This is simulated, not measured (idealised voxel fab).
Process module, titled voxel transistor to metal
We display cut, a cross-section 145 nm in width whose square cells are each 5 nm.
Cross-section spec: square-cell grid; bands listed top down; each band is one or more rows.
Each band's line starts with the height of the band's top and of its bottom, in nm. Then come its materials from left to right, each with its width in nm. One material with "throughout" fills the band from edge to edge. "empty" is empty space.
All heights in this document are referenced to 0, defined as the level beneath which the wafer, as received, consists entirely of one material. The lowest band is not bounded below; it extends indefinitely downward and is written in the form "top 0, no bottom".
The expression "30..40" gives the width at the extremes of the band, the first number at its top row of cells and the second at its bottom row, with the width changing by equal amounts from each row to the next in between.
Any step labelled "no modification" changed none of the cells in the cross-section.
Closed internal cavities: empty space of 8 cells or more with no open way to the top, each as width x height at its distance from the left edge, in nm
On each step's line, the part that comes after the settings is the simulator's own comment on the step.
What "overlay nm" on a step's line means: if the step has a mask, that mask lay this far to the right of its planned place, or, when the value is negative, to the left.
List of planned process steps:
1,RECEIVE: material Si
2,CONFORMAL_DEP: material SiO2, thk nm 5
3,CONFORMAL_DEP: material SiN, thk nm 10
4,MASKED_ETCH: tone cover, mask id ACTIVE, width nm 95, etch materials SiN, depth nm 10, overlay nm 0
5,MASKED_ETCH: tone cover, mask id ACTIVE, width nm 95, etch materials SiO2, depth nm 5, overlay nm 0
6,MASKED_ETCH: tone cover, mask id ACTIVE, width nm 95, etch materials Si, depth nm 35, overlay nm 0
7,OXIDIZE: depth nm 5
8,FILL_DEP: material SiO2, thk nm 15
9,CMP: height nm 15
10,SELECTIVE_ETCH: etch materials SiO2, depth nm 10
11,STRIP: etch materials SiN
12,SELECTIVE_ETCH: etch materials SiO2, depth nm 5
13,OXIDIZE: depth nm 5
14,DIRECTIONAL_DEP: material polySi, thk nm 30
15,DIRECTIONAL_DEP: material SiCN, thk nm 10
16,MASKED_ETCH: tone cover, mask id GATE, width nm 25, etch materials SiCN, depth nm 20, overlay nm 0
17,MASKED_ETCH: tone cover, mask id GATE, width nm 25, etch materials polySi, depth nm 40, overlay nm 0
18,CONFORMAL_DEP: material SiN, thk nm 5
19,DIRECTIONAL_ETCH: etch materials SiN, depth nm 5
20,DIRECTIONAL_ETCH: etch materials SiO2, depth nm 5
21,EPI: material SiGe, thk nm 5
22,FILL_DEP: material SiO2, thk nm 5
23,CMP: height nm 40
24,DIRECTIONAL_DEP: material SiO2, thk nm 10
25,PATTERN: tone open, mask id CONTACT, material resist, width nm 15, pitch nm 70, thk nm 20, overlay nm 0
26,DIRECTIONAL_ETCH: etch materials SiO2, depth nm 50
27,STRIP: etch materials resist
28,CONFORMAL_DEP: material TiN, thk nm 5
29,FILL_DEP: material W, thk nm 10
30,CMP: height nm 50
31,CONFORMAL_DEP: material SiCN, thk nm 5
32,DIRECTIONAL_DEP: material lowk, thk nm 25
33,DIRECTIONAL_DEP: material aC, thk nm 15
34,PATTERN: tone open, mask id METAL_1, material resist, width nm 15, pitch nm 70, thk nm 30, overlay nm 0
35,DIRECTIONAL_ETCH: etch materials aC, depth nm 15
36,STRIP: etch materials resist
37,DIRECTIONAL_ETCH: etch materials lowk, depth nm 25
38,DIRECTIONAL_ETCH: etch materials SiCN, depth nm 5
39,STRIP: etch materials aC
40,CONFORMAL_DEP: material TiN, thk nm 5
41,FILL_DEP: material Ru, thk nm 10
42,CMP: height nm 80
43,CONFORMAL_DEP: material SiCN, thk nm 5
44,DIRECTIONAL_DEP: material lowk, thk nm 35
45,PATTERN: tone open, mask id METAL_2, material resist, width nm 15, pitch nm 70, thk nm 15, overlay nm 0
46,DIRECTIONAL_ETCH: etch materials lowk, depth nm 20
47,STRIP: etch materials resist
48,MASKED_ETCH: tone open, mask id METAL_2_HOLES, width nm 15, pitch nm 70, etch materials lowk, depth nm 15, overlay nm 0
49,MASKED_ETCH: tone open, mask id METAL_2_HOLES, width nm 15, pitch nm 70, etch materials SiCN, depth nm 5, overlay nm 0
50,CONFORMAL_DEP: material TiN, thk nm 5
51,FILL_DEP: material Ru, thk nm 10
52,CMP: height nm 120
53,CONFORMAL_DEP: material SiN, thk nm 5
What follows covers the first of two wafers; it ran as planned:
Cross-sectional view of the wafer in its as-received condition, corresponding to the state after step 1:
- top 0, no bottom  Si throughout
- Closed internal cavities: none
Cross-section: wafer state after step 2:
- top 5, bottom 0  SiO2 throughout
- Anything lower than 0 is untouched.
Cross-section: wafer state after step 3:
- top 15, bottom 5  SiN throughout
- Anything lower than 5 is untouched.
Cross-section: wafer state after step 4:
- top 15, bottom 5  empty=25, then SiN=95, then empty=25
- Anything lower than 5 is untouched.
Cross-section: wafer state after step 5:
- top 15, bottom 5  empty=25, then SiN=95, then empty=25
- top 5, bottom 0  empty=25, then SiO2=95, then empty=25
- Anything lower than 0 is untouched.
Cross-section: wafer state after step 6:
- top 15, bottom 5  empty=25, then SiN=95, then empty=25
- top 5, bottom 0  empty=25, then SiO2=95, then empty=25
- top 0, bottom -35  empty=25, then Si=95, then empty=25
- Anything lower than -35 is untouched.
Cross-section: wafer state after step 7:
- top 15, bottom 5  empty=25, then SiN=95, then empty=25
- top 5, bottom 0  empty=25, then SiO2=95, then empty=25
- top 0, bottom -35  empty=25, then SiO2=5, then Si=85, then SiO2=5, then empty=25
- top -35, bottom -40  SiO2=30, then Si=85, then SiO2=30
- Anything lower than -40 is untouched.
Cross-section: wafer state after step 8:
- top 30, bottom 15  SiO2 throughout
- top 15, bottom 5  SiO2=25, then SiN=95, then SiO2=25
- top 5, bottom 0  SiO2 throughout
- top 0, bottom -40  SiO2=30, then Si=85, then SiO2=30
- Anything lower than -40 is untouched.
Cross-section: wafer state after step 9:
- top 15, bottom 5  SiO2=25, then SiN=95, then SiO2=25
- Anything lower than 5 is untouched.
Cross-section: wafer state after step 10:
- top 15, bottom 5  empty=25, then SiN=95, then empty=25
- Anything lower than 5 is untouched.
Cross-section: wafer state after step 11:
- top 5, bottom 0  SiO2 throughout
- Anything lower than 0 is untouched.
Cross-section: wafer state after step 12:
- top 0, bottom -40  SiO2=30, then Si=85, then SiO2=30
- Anything lower than -40 is untouched.
Cross-section: wafer state after step 13:
- top 0, bottom -5  SiO2 throughout
- Anything lower than -5 is untouched.
Cross-section: wafer state after step 14:
- top 30, bottom 0  polySi throughout
- Anything lower than 0 is untouched.
Cross-section: wafer state after step 15:
- top 40, bottom 30  SiCN throughout
- Anything lower than 30 is untouched.
Cross-section: wafer state after step 16:
- top 40, bottom 30  empty=60, then SiCN=25, then empty=60
- Anything lower than 30 is untouched.
Cross-section: wafer state after step 17:
- top 40, bottom 30  empty=60, then SiCN=25, then empty=60
- top 30, bottom 0  empty=60, then polySi=25, then empty=60
- Anything lower than 0 is untouched.
Cross-section: wafer state after step 18:
- top 45, bottom 40  empty=55, then SiN=35, then empty=55
- top 40, bottom 30  empty=55, then SiN=5, then SiCN=25, then SiN=5, then empty=55
- top 30, bottom 5  empty=55, then SiN=5, then polySi=25, then SiN=5, then empty=55
- top 5, bottom 0  SiN=60, then polySi=25, then SiN=60
- Anything lower than 0 is untouched.
Cross-section: wafer state after step 19:
- top 40, bottom 30  empty=55, then SiN=5, then SiCN=25, then SiN=5, then empty=55
- top 30, bottom 0  empty=55, then SiN=5, then polySi=25, then SiN=5, then empty=55
- Anything lower than 0 is untouched.
Cross-section: wafer state after step 20:
- top 40, bottom 30  empty=55, then SiN=5, then SiCN=25, then SiN=5, then empty=55
- top 30, bottom 0  empty=55, then SiN=5, then polySi=25, then SiN=5, then empty=55
- top 0, bottom -5  empty=55, then SiO2=35, then empty=55
- Anything lower than -5 is untouched.
Cross-section: wafer state after step 21:
- top 40, bottom 30  empty=55, then SiN=5, then SiCN=25, then SiN=5, then empty=55
- top 30, bottom 0  empty=55, then SiN=5, then polySi=25, then SiN=5, then empty=55
- top 0, bottom -5  empty=25, then SiGe=30, then SiO2=35, then SiGe=30, then empty=25
- Anything lower than -5 is untouched.
Cross-section: wafer state after step 22:
- top 45, bottom 40  SiO2 throughout
- top 40, bottom 30  SiO2=55, then SiN=5, then SiCN=25, then SiN=5, then SiO2=55
- top 30, bottom 0  SiO2=55, then SiN=5, then polySi=25, then SiN=5, then SiO2=55
- top 0, bottom -5  SiO2=25, then SiGe=30, then SiO2=35, then SiGe=30, then SiO2=25
- Anything lower than -5 is untouched.
Cross-section: wafer state after step 23:
- top 40, bottom 30  SiO2=55, then SiN=5, then SiCN=25, then SiN=5, then SiO2=55
- Anything lower than 30 is untouched.
Cross-section: wafer state after step 24:
- top 50, bottom 40  SiO2 throughout
- Anything lower than 40 is untouched.
Cross-section: wafer state after step 25:
- top 70, bottom 50  resist=30, then empty=15, then resist=55, then empty=15, then resist=30
- Anything lower than 50 is untouched.
Cross-section: wafer state after step 26:
- top 70, bottom 50  resist=30, then empty=15, then resist=55, then empty=15, then resist=30
- top 50, bottom 40  SiO2=30, then empty=15, then SiO2=55, then empty=15, then SiO2=30
- top 40, bottom 30  SiO2=30, then empty=15, then SiO2=10, then SiN=5, then SiCN=25, then SiN=5, then SiO2=10, then empty=15, then SiO2=30
- top 30, bottom 0  SiO2=30, then empty=15, then SiO2=10, then SiN=5, then polySi=25, then SiN=5, then SiO2=10, then empty=15, then SiO2=30
- Anything lower than 0 is untouched.
Cross-section: wafer state after step 27:
- top 50, bottom 40  SiO2=30, then empty=15, then SiO2=55, then empty=15, then SiO2=30
- Anything lower than 40 is untouched.
Cross-section: wafer state after step 28:
- top 55, bottom 50  TiN=35, then empty=5, then TiN=65, then empty=5, then TiN=35
- top 50, bottom 40  SiO2=30, then TiN=5, then empty=5, then TiN=5, then SiO2=55, then TiN=5, then empty=5, then TiN=5, then SiO2=30
- top 40, bottom 30  SiO2=30, then TiN=5, then empty=5, then TiN=5, then SiO2=10, then SiN=5, then SiCN=25, then SiN=5, then SiO2=10, then TiN=5, then empty=5, then TiN=5, then SiO2=30
- top 30, bottom 5  SiO2=30, then TiN=5, then empty=5, then TiN=5, then SiO2=10, then SiN=5, then polySi=25, then SiN=5, then SiO2=10, then TiN=5, then empty=5, then TiN=5, then SiO2=30
- top 5, bottom 0  SiO2=30, then TiN=15, then SiO2=10, then SiN=5, then polySi=25, then SiN=5, then SiO2=10, then TiN=15, then SiO2=30
- Anything lower than 0 is untouched.
Cross-section: wafer state after step 29:
- top 65, bottom 55  W throughout
- top 55, bottom 50  TiN=35, then W=5, then TiN=65, then W=5, then TiN=35
- top 50, bottom 40  SiO2=30, then TiN=5, then W=5, then TiN=5, then SiO2=55, then TiN=5, then W=5, then TiN=5, then SiO2=30
- top 40, bottom 30  SiO2=30, then TiN=5, then W=5, then TiN=5, then SiO2=10, then SiN=5, then SiCN=25, then SiN=5, then SiO2=10, then TiN=5, then W=5, then TiN=5, then SiO2=30
- top 30, bottom 5  SiO2=30, then TiN=5, then W=5, then TiN=5, then SiO2=10, then SiN=5, then polySi=25, then SiN=5, then SiO2=10, then TiN=5, then W=5, then TiN=5, then SiO2=30
- Anything lower than 5 is untouched.
Cross-section: wafer state after step 30:
- top 50, bottom 40  SiO2=30, then TiN=5, then W=5, then TiN=5, then SiO2=55, then TiN=5, then W=5, then TiN=5, then SiO2=30
- Anything lower than 40 is untouched.
Cross-section: wafer state after step 31:
- top 55, bottom 50  SiCN throughout
- Anything lower than 50 is untouched.
Cross-section: wafer state after step 32:
- top 80, bottom 55  lowk throughout
- Anything lower than 55 is untouched.
Cross-section: wafer state after step 33:
- top 95, bottom 80  aC throughout
- Anything lower than 80 is untouched.
Cross-section: wafer state after step 34:
- top 125, bottom 95  resist=30, then empty=15, then resist=55, then empty=15, then resist=30
- Anything lower than 95 is untouched.
Cross-section: wafer state after step 35:
- top 110, bottom 95  resist=30, then empty=15, then resist=55, then empty=15, then resist=30
- top 95, bottom 80  aC=30, then empty=15, then aC=55, then empty=15, then aC=30
- Anything lower than 80 is untouched.
Cross-section: wafer state after step 36:
- top 95, bottom 80  aC=30, then empty=15, then aC=55, then empty=15, then aC=30
- Anything lower than 80 is untouched.
Cross-section: wafer state after step 37:
- top 95, bottom 80  aC=30, then empty=15, then aC=55, then empty=15, then aC=30
- top 80, bottom 55  lowk=30, then empty=15, then lowk=55, then empty=15, then lowk=30
- Anything lower than 55 is untouched.
Cross-section: wafer state after step 38:
- top 95, bottom 80  aC=30, then empty=15, then aC=55, then empty=15, then aC=30
- top 80, bottom 55  lowk=30, then empty=15, then lowk=55, then empty=15, then lowk=30
- top 55, bottom 50  SiCN=30, then empty=15, then SiCN=55, then empty=15, then SiCN=30
- Anything lower than 50 is untouched.
Cross-section: wafer state after step 39:
- top 80, bottom 55  lowk=30, then empty=15, then lowk=55, then empty=15, then lowk=30
- Anything lower than 55 is untouched.
Cross-section: wafer state after step 40:
- top 85, bottom 80  TiN=35, then empty=5, then TiN=65, then empty=5, then TiN=35
- top 80, bottom 55  lowk=30, then TiN=5, then empty=5, then TiN=5, then lowk=55, then TiN=5, then empty=5, then TiN=5, then lowk=30
- top 55, bottom 50  SiCN=30, then TiN=15, then SiCN=55, then TiN=15, then SiCN=30
- Anything lower than 50 is untouched.
Cross-section: wafer state after step 41:
- top 95, bottom 85  Ru throughout
- top 85, bottom 80  TiN=35, then Ru=5, then TiN=65, then Ru=5, then TiN=35
- top 80, bottom 55  lowk=30, then TiN=5, then Ru=5, then TiN=5, then lowk=55, then TiN=5, then Ru=5, then TiN=5, then lowk=30
- Anything lower than 55 is untouched.
Cross-section: wafer state after step 42:
- top 80, bottom 55  lowk=30, then TiN=5, then Ru=5, then TiN=5, then lowk=55, then TiN=5, then Ru=5, then TiN=5, then lowk=30
- Anything lower than 55 is untouched.
Cross-section: wafer state after step 43:
- top 85, bottom 80  SiCN throughout
- Anything lower than 80 is untouched.
Cross-section: wafer state after step 44:
- top 120, bottom 85  lowk throughout
- Anything lower than 85 is untouched.
Cross-section: wafer state after step 45:
- top 135, bottom 120  resist=30, then empty=15, then resist=55, then empty=15, then resist=30
- Anything lower than 120 is untouched.
Cross-section: wafer state after step 46:
- top 135, bottom 120  resist=30, then empty=15, then resist=55, then empty=15, then resist=30
- top 120, bottom 100  lowk=30, then empty=15, then lowk=55, then empty=15, then lowk=30
- Anything lower than 100 is untouched.
Cross-section: wafer state after step 47:
- top 120, bottom 100  lowk=30, then empty=15, then lowk=55, then empty=15, then lowk=30
- Anything lower than 100 is untouched.
Cross-section: wafer state after step 48:
- top 120, bottom 85  lowk=30, then empty=15, then lowk=55, then empty=15, then lowk=30
- Anything lower than 85 is untouched.
Cross-section: wafer state after step 49:
- top 120, bottom 85  lowk=30, then empty=15, then lowk=55, then empty=15, then lowk=30
- top 85, bottom 80  SiCN=30, then empty=15, then SiCN=55, then empty=15, then SiCN=30
- Anything lower than 80 is untouched.
Cross-section: wafer state after step 50:
- top 125, bottom 120  TiN=35, then empty=5, then TiN=65, then empty=5, then TiN=35
- top 120, bottom 85  lowk=30, then TiN=5, then empty=5, then TiN=5, then lowk=55, then TiN=5, then empty=5, then TiN=5, then lowk=30
- top 85, bottom 80  SiCN=30, then TiN=15, then SiCN=55, then TiN=15, then SiCN=30
- Anything lower than 80 is untouched.
Cross-section: wafer state after step 51:
- top 135, bottom 125  Ru throughout
- top 125, bottom 120  TiN=35, then Ru=5, then TiN=65, then Ru=5, then TiN=35
- top 120, bottom 85  lowk=30, then TiN=5, then Ru=5, then TiN=5, then lowk=55, then TiN=5, then Ru=5, then TiN=5, then lowk=30
- Anything lower than 85 is untouched.
Cross-section: wafer state after step 52:
- top 120, bottom 85  lowk=30, then TiN=5, then Ru=5, then TiN=5, then lowk=55, then TiN=5, then Ru=5, then TiN=5, then lowk=30
- Anything lower than 85 is untouched.
Cross-section: wafer state after step 53:
- top 125, bottom 120  SiN throughout
- Anything lower than 120 is untouched.
The Second Wafer: Common Origin and Plan, One Mistake in Execution, Identical to the First Through Step 5:
Second wafer at the planned finish of step 6, seen in cross-section:
- top 15, bottom 5  empty=25, then SiN=95, then empty=25
- top 5, bottom 0  empty=25, then SiO2=95, then empty=25
- top 0, bottom -70  empty=25, then Si=95, then empty=25
- Anything lower than -70 is untouched.
Second wafer at the planned finish of step 7, seen in cross-section:
- top 15, bottom 5  empty=25, then SiN=95, then empty=25
- top 5, bottom 0  empty=25, then SiO2=95, then empty=25
- top 0, bottom -70  empty=25, then SiO2=5, then Si=85, then SiO2=5, then empty=25
- top -70, bottom -75  SiO2=30, then Si=85, then SiO2=30
- Anything lower than -75 is untouched.
Second wafer at the planned finish of step 8, seen in cross-section:
- top 30, bottom 15  SiO2 throughout
- top 15, bottom 5  SiO2=25, then SiN=95, then SiO2=25
- top 5, bottom 0  SiO2 throughout
- top 0, bottom -75  SiO2=30, then Si=85, then SiO2=30
- Anything lower than -75 is untouched.
Second wafer at the planned finish of step 9, seen in cross-section:
- top 15, bottom 5  SiO2=25, then SiN=95, then SiO2=25
- Anything lower than 5 is untouched.
Second wafer at the planned finish of step 10, seen in cross-section:
- top 15, bottom 5  empty=25, then SiN=95, then empty=25
- Anything lower than 5 is untouched.
Second wafer at the planned finish of step 11, seen in cross-section:
- top 5, bottom 0  SiO2 throughout
- Anything lower than 0 is untouched.
Second wafer at the planned finish of step 12, seen in cross-section:
- top 0, bottom -75  SiO2=30, then Si=85, then SiO2=30
- Anything lower than -75 is untouched.
Second wafer at the planned finish of step 13, seen in cross-section:
- top 0, bottom -5  SiO2 throughout
- Anything lower than -5 is untouched.
Second wafer at the planned finish of step 14, seen in cross-section:
- top 30, bottom 0  polySi throughout
- Anything lower than 0 is untouched.
Second wafer at the planned finish of step 15, seen in cross-section:
- top 40, bottom 30  SiCN throughout
- Anything lower than 30 is untouched.
Second wafer at the planned finish of step 16, seen in cross-section:
- top 40, bottom 30  empty=60, then SiCN=25, then empty=60
- Anything lower than 30 is untouched.
Second wafer at the planned finish of step 17, seen in cross-section:
- top 40, bottom 30  empty=60, then SiCN=25, then empty=60
- top 30, bottom 0  empty=60, then polySi=25, then empty=60
- Anything lower than 0 is untouched.
Second wafer at the planned finish of step 18, seen in cross-section:
- top 45, bottom 40  empty=55, then SiN=35, then empty=55
- top 40, bottom 30  empty=55, then SiN=5, then SiCN=25, then SiN=5, then empty=55
- top 30, bottom 5  empty=55, then SiN=5, then polySi=25, then SiN=5, then empty=55
- top 5, bottom 0  SiN=60, then polySi=25, then SiN=60
- Anything lower than 0 is untouched.
Second wafer at the planned finish of step 19, seen in cross-section:
- top 40, bottom 30  empty=55, then SiN=5, then SiCN=25, then SiN=5, then empty=55
- top 30, bottom 0  empty=55, then SiN=5, then polySi=25, then SiN=5, then empty=55
- Anything lower than 0 is untouched.
Second wafer at the planned finish of step 20, seen in cross-section:
- top 40, bottom 30  empty=55, then SiN=5, then SiCN=25, then SiN=5, then empty=55
- top 30, bottom 0  empty=55, then SiN=5, then polySi=25, then SiN=5, then empty=55
- top 0, bottom -5  empty=55, then SiO2=35, then empty=55
- Anything lower than -5 is untouched.
Second wafer at the planned finish of step 21, seen in cross-section:
- top 40, bottom 30  empty=55, then SiN=5, then SiCN=25, then SiN=5, then empty=55
- top 30, bottom 0  empty=55, then SiN=5, then polySi=25, then SiN=5, then empty=55
- top 0, bottom -5  empty=25, then SiGe=30, then SiO2=35, then SiGe=30, then empty=25
- Anything lower than -5 is untouched.
Second wafer at the planned finish of step 22, seen in cross-section:
- top 45, bottom 40  SiO2 throughout
- top 40, bottom 30  SiO2=55, then SiN=5, then SiCN=25, then SiN=5, then SiO2=55
- top 30, bottom 0  SiO2=55, then SiN=5, then polySi=25, then SiN=5, then SiO2=55
- top 0, bottom -5  SiO2=25, then SiGe=30, then SiO2=35, then SiGe=30, then SiO2=25
- Anything lower than -5 is untouched.
Second wafer at the planned finish of step 23, seen in cross-section:
- top 40, bottom 30  SiO2=55, then SiN=5, then SiCN=25, then SiN=5, then SiO2=55
- Anything lower than 30 is untouched.
Second wafer at the planned finish of step 24, seen in cross-section:
- top 50, bottom 40  SiO2 throughout
- Anything lower than 40 is untouched.
Second wafer at the planned finish of step 25, seen in cross-section:
- top 70, bottom 50  resist=30, then empty=15, then resist=55, then empty=15, then resist=30
- Anything lower than 50 is untouched.
Second wafer at the planned finish of step 26, seen in cross-section:
- top 70, bottom 50  resist=30, then empty=15, then resist=55, then empty=15, then resist=30
- top 50, bottom 40  SiO2=30, then empty=15, then SiO2=55, then empty=15, then SiO2=30
- top 40, bottom 30  SiO2=30, then empty=15, then SiO2=10, then SiN=5, then SiCN=25, then SiN=5, then SiO2=10, then empty=15, then SiO2=30
- top 30, bottom 0  SiO2=30, then empty=15, then SiO2=10, then SiN=5, then polySi=25, then SiN=5, then SiO2=10, then empty=15, then SiO2=30
- Anything lower than 0 is untouched.
Second wafer at the planned finish of step 27, seen in cross-section:
- top 50, bottom 40  SiO2=30, then empty=15, then SiO2=55, then empty=15, then SiO2=30
- Anything lower than 40 is untouched.
Second wafer at the planned finish of step 28, seen in cross-section:
- top 55, bottom 50  TiN=35, then empty=5, then TiN=65, then empty=5, then TiN=35
- top 50, bottom 40  SiO2=30, then TiN=5, then empty=5, then TiN=5, then SiO2=55, then TiN=5, then empty=5, then TiN=5, then SiO2=30
- top 40, bottom 30  SiO2=30, then TiN=5, then empty=5, then TiN=5, then SiO2=10, then SiN=5, then SiCN=25, then SiN=5, then SiO2=10, then TiN=5, then empty=5, then TiN=5, then SiO2=30
- top 30, bottom 5  SiO2=30, then TiN=5, then empty=5, then TiN=5, then SiO2=10, then SiN=5, then polySi=25, then SiN=5, then SiO2=10, then TiN=5, then empty=5, then TiN=5, then SiO2=30
- top 5, bottom 0  SiO2=30, then TiN=15, then SiO2=10, then SiN=5, then polySi=25, then SiN=5, then SiO2=10, then TiN=15, then SiO2=30
- Anything lower than 0 is untouched.
Second wafer at the planned finish of step 29, seen in cross-section:
- top 65, bottom 55  W throughout
- top 55, bottom 50  TiN=35, then W=5, then TiN=65, then W=5, then TiN=35
- top 50, bottom 40  SiO2=30, then TiN=5, then W=5, then TiN=5, then SiO2=55, then TiN=5, then W=5, then TiN=5, then SiO2=30
- top 40, bottom 30  SiO2=30, then TiN=5, then W=5, then TiN=5, then SiO2=10, then SiN=5, then SiCN=25, then SiN=5, then SiO2=10, then TiN=5, then W=5, then TiN=5, then SiO2=30
- top 30, bottom 5  SiO2=30, then TiN=5, then W=5, then TiN=5, then SiO2=10, then SiN=5, then polySi=25, then SiN=5, then SiO2=10, then TiN=5, then W=5, then TiN=5, then SiO2=30
- Anything lower than 5 is untouched.
Second wafer at the planned finish of step 30, seen in cross-section:
- top 50, bottom 40  SiO2=30, then TiN=5, then W=5, then TiN=5, then SiO2=55, then TiN=5, then W=5, then TiN=5, then SiO2=30
- Anything lower than 40 is untouched.
Second wafer at the planned finish of step 31, seen in cross-section:
- top 55, bottom 50  SiCN throughout
- Anything lower than 50 is untouched.
Second wafer at the planned finish of step 32, seen in cross-section:
- top 80, bottom 55  lowk throughout
- Anything lower than 55 is untouched.
Second wafer at the planned finish of step 33, seen in cross-section:
- top 95, bottom 80  aC throughout
- Anything lower than 80 is untouched.
Second wafer at the planned finish of step 34, seen in cross-section:
- top 125, bottom 95  resist=30, then empty=15, then resist=55, then empty=15, then resist=30
- Anything lower than 95 is untouched.
Second wafer at the planned finish of step 35, seen in cross-section:
- top 110, bottom 95  resist=30, then empty=15, then resist=55, then empty=15, then resist=30
- top 95, bottom 80  aC=30, then empty=15, then aC=55, then empty=15, then aC=30
- Anything lower than 80 is untouched.
Second wafer at the planned finish of step 36, seen in cross-section:
- top 95, bottom 80  aC=30, then empty=15, then aC=55, then empty=15, then aC=30
- Anything lower than 80 is untouched.
Second wafer at the planned finish of step 37, seen in cross-section:
- top 95, bottom 80  aC=30, then empty=15, then aC=55, then empty=15, then aC=30
- top 80, bottom 55  lowk=30, then empty=15, then lowk=55, then empty=15, then lowk=30
- Anything lower than 55 is untouched.
Second wafer at the planned finish of step 38, seen in cross-section:
- top 95, bottom 80  aC=30, then empty=15, then aC=55, then empty=15, then aC=30
- top 80, bottom 55  lowk=30, then empty=15, then lowk=55, then empty=15, then lowk=30
- top 55, bottom 50  SiCN=30, then empty=15, then SiCN=55, then empty=15, then SiCN=30
- Anything lower than 50 is untouched.
Second wafer at the planned finish of step 39, seen in cross-section:
- top 80, bottom 55  lowk=30, then empty=15, then lowk=55, then empty=15, then lowk=30
- Anything lower than 55 is untouched.
Second wafer at the planned finish of step 40, seen in cross-section:
- top 85, bottom 80  TiN=35, then empty=5, then TiN=65, then empty=5, then TiN=35
- top 80, bottom 55  lowk=30, then TiN=5, then empty=5, then TiN=5, then lowk=55, then TiN=5, then empty=5, then TiN=5, then lowk=30
- top 55, bottom 50  SiCN=30, then TiN=15, then SiCN=55, then TiN=15, then SiCN=30
- Anything lower than 50 is untouched.
Second wafer at the planned finish of step 41, seen in cross-section:
- top 95, bottom 85  Ru throughout
- top 85, bottom 80  TiN=35, then Ru=5, then TiN=65, then Ru=5, then TiN=35
- top 80, bottom 55  lowk=30, then TiN=5, then Ru=5, then TiN=5, then lowk=55, then TiN=5, then Ru=5, then TiN=5, then lowk=30
- Anything lower than 55 is untouched.
Second wafer at the planned finish of step 42, seen in cross-section:
- top 80, bottom 55  lowk=30, then TiN=5, then Ru=5, then TiN=5, then lowk=55, then TiN=5, then Ru=5, then TiN=5, then lowk=30
- Anything lower than 55 is untouched.
Second wafer at the planned finish of step 43, seen in cross-section:
- top 85, bottom 80  SiCN throughout
- Anything lower than 80 is untouched.
Second wafer at the planned finish of step 44, seen in cross-section:
- top 120, bottom 85  lowk throughout
- Anything lower than 85 is untouched.
Second wafer at the planned finish of step 45, seen in cross-section:
- top 135, bottom 120  resist=30, then empty=15, then resist=55, then empty=15, then resist=30
- Anything lower than 120 is untouched.
Second wafer at the planned finish of step 46, seen in cross-section:
- top 135, bottom 120  resist=30, then empty=15, then resist=55, then empty=15, then resist=30
- top 120, bottom 100  lowk=30, then empty=15, then lowk=55, then empty=15, then lowk=30
- Anything lower than 100 is untouched.
Second wafer at the planned finish of step 47, seen in cross-section:
- top 120, bottom 100  lowk=30, then empty=15, then lowk=55, then empty=15, then lowk=30
- Anything lower than 100 is untouched.
Second wafer at the planned finish of step 48, seen in cross-section:
- top 120, bottom 85  lowk=30, then empty=15, then lowk=55, then empty=15, then lowk=30
- Anything lower than 85 is untouched.
Second wafer at the planned finish of step 49, seen in cross-section:
- top 120, bottom 85  lowk=30, then empty=15, then lowk=55, then empty=15, then lowk=30
- top 85, bottom 80  SiCN=30, then empty=15, then SiCN=55, then empty=15, then SiCN=30
- Anything lower than 80 is untouched.
Second wafer at the planned finish of step 50, seen in cross-section:
- top 125, bottom 120  TiN=35, then empty=5, then TiN=65, then empty=5, then TiN=35
- top 120, bottom 85  lowk=30, then TiN=5, then empty=5, then TiN=5, then lowk=55, then TiN=5, then empty=5, then TiN=5, then lowk=30
- top 85, bottom 80  SiCN=30, then TiN=15, then SiCN=55, then TiN=15, then SiCN=30
- Anything lower than 80 is untouched.
Second wafer at the planned finish of step 51, seen in cross-section:
- top 135, bottom 125  Ru throughout
- top 125, bottom 120  TiN=35, then Ru=5, then TiN=65, then Ru=5, then TiN=35
- top 120, bottom 85  lowk=30, then TiN=5, then Ru=5, then TiN=5, then lowk=55, then TiN=5, then Ru=5, then TiN=5, then lowk=30
- Anything lower than 85 is untouched.
Second wafer at the planned finish of step 52, seen in cross-section:
- top 120, bottom 85  lowk=30, then TiN=5, then Ru=5, then TiN=5, then lowk=55, then TiN=5, then Ru=5, then TiN=5, then lowk=30
- Anything lower than 85 is untouched.
Second wafer at the planned finish of step 53, seen in cross-section:
- top 125, bottom 120  SiN throughout
- Anything lower than 120 is untouched.
Where did the run depart from the plan? step 6 of the plan was carried out twice
The closing comparison, in cells, has the second wafer with more or fewer of some materials than the first: 84 fewer of Si | 84 more of SiO2
